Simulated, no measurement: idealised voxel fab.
This is a process module. Its name is voxel ribs on slabs.
Shown is cross-section cut, with a width of 295 nm and square cells of size 5 nm.
Each cross-section below is a grid of square cells, stated as bands in top-down order, with one or more rows of cells making up each band.
Within each band entry, the heights of the top and of the bottom of the band appear first, in that order and in nm; the materials of the band then follow from left to right, each with its corresponding width in nm. The designation "everywhere" on a single material indicates that it fills the band from edge to edge; the designation "blank" indicates empty space.
Height is counted from the level 0, under which the received wafer is composed throughout of one material. The lowest of the bands is not closed at the bottom but continues downward, in the notation "0 -> down".
Width: "30 to 40" (first number = top row, second number = bottom row, same change from row to row of cells).
The cross-section has no changed cell in any step marked "no alterations made".
"Closed void list": empty spaces of 8 cells or more with no open way to the top, each given as width x height at distance, distance from the left edge, all in nm.
Note: text after step settings on the step line = simulator remark on that step.
The optional step-line setting "overlay nm" applies to steps with a mask and quantifies how far to the right of its planned location the mask lay, a negative value indicating leftward placement.

# These are the steps we planned for the process
1) RECEIVE: material Si
2) DIRECTIONAL_DEP: material SiO2, thk nm 30
3) DIRECTIONAL_DEP: material SiN, thk nm 25
4) DIRECTIONAL_DEP: material aC, thk nm 15
5) PATTERN: tone cover, mask id RIB, material resist, width nm 15, thk nm 30, overlay nm 0
6) DIRECTIONAL_ETCH: etch materials aC, depth nm 15
7) STRIP: etch materials resist
8) DIRECTIONAL_ETCH: etch materials SiN, depth nm 20
9) STRIP: etch materials aC
10) MASKED_ETCH: tone cover, mask id SLAB, width nm 55, etch materials SiN, depth nm 5, overlay nm 0
11) FILL_DEP: material SiO2, thk nm 30
12) CMP: height nm 75
13) DIRECTIONAL_DEP: material W, thk nm 5
14) DIRECTIONAL_DEP: material aC, thk nm 15
15) PATTERN: tone cover, mask id HEATER, material resist, width nm 25, thk nm 30, overlay nm 0
16) DIRECTIONAL_ETCH: etch materials aC, depth nm 15
17) STRIP: etch materials resist
18) DIRECTIONAL_ETCH: etch materials W, depth nm 5
19) STRIP: etch materials aC
20) CONFORMAL_DEP: material SiN, thk nm 5

# Wafer cross-section on receipt, i.e. after step 1
  0 -> down: Si everywhere
  Closed void list: none

# First wafer of two, sectioned at end of module; run went per plan
  85 -> 80: blank=130  SiN=35  blank=130
  80 -> 75: SiN=135  W=25  SiN=135
  75 -> 55: SiO2 everywhere
  55 -> 35: SiO2=140  SiN=15  SiO2=140
  35 -> 30: SiO2=120  SiN=55  SiO2=120
  30 -> 0: SiO2 everywhere
  0 -> down: Si everywhere
  Closed void list: none

# Cross-section of the latter of the two wafers at module completion. It had an identical start and an identical plan to the former; in running it, one mistake was made
  85 -> 80: SiN everywhere
  80 -> 55: SiO2 everywhere
  55 -> 35: SiO2=140  SiN=15  SiO2=140
  35 -> 30: SiO2=120  SiN=55  SiO2=120
  30 -> 0: SiO2 everywhere
  0 -> down: Si everywhere
  Closed void list: none
Heads up, the wafer didn't run the way we planned it: step 13 deviated from plan and actually ran as DIRECTIONAL_DEP: material SiO2, thk nm 5
FYI, end of process, the second wafer has more or fewer cells of some materials than the first: SiN: 2 fewer; SiO2: 59 more; W: 5 fewer
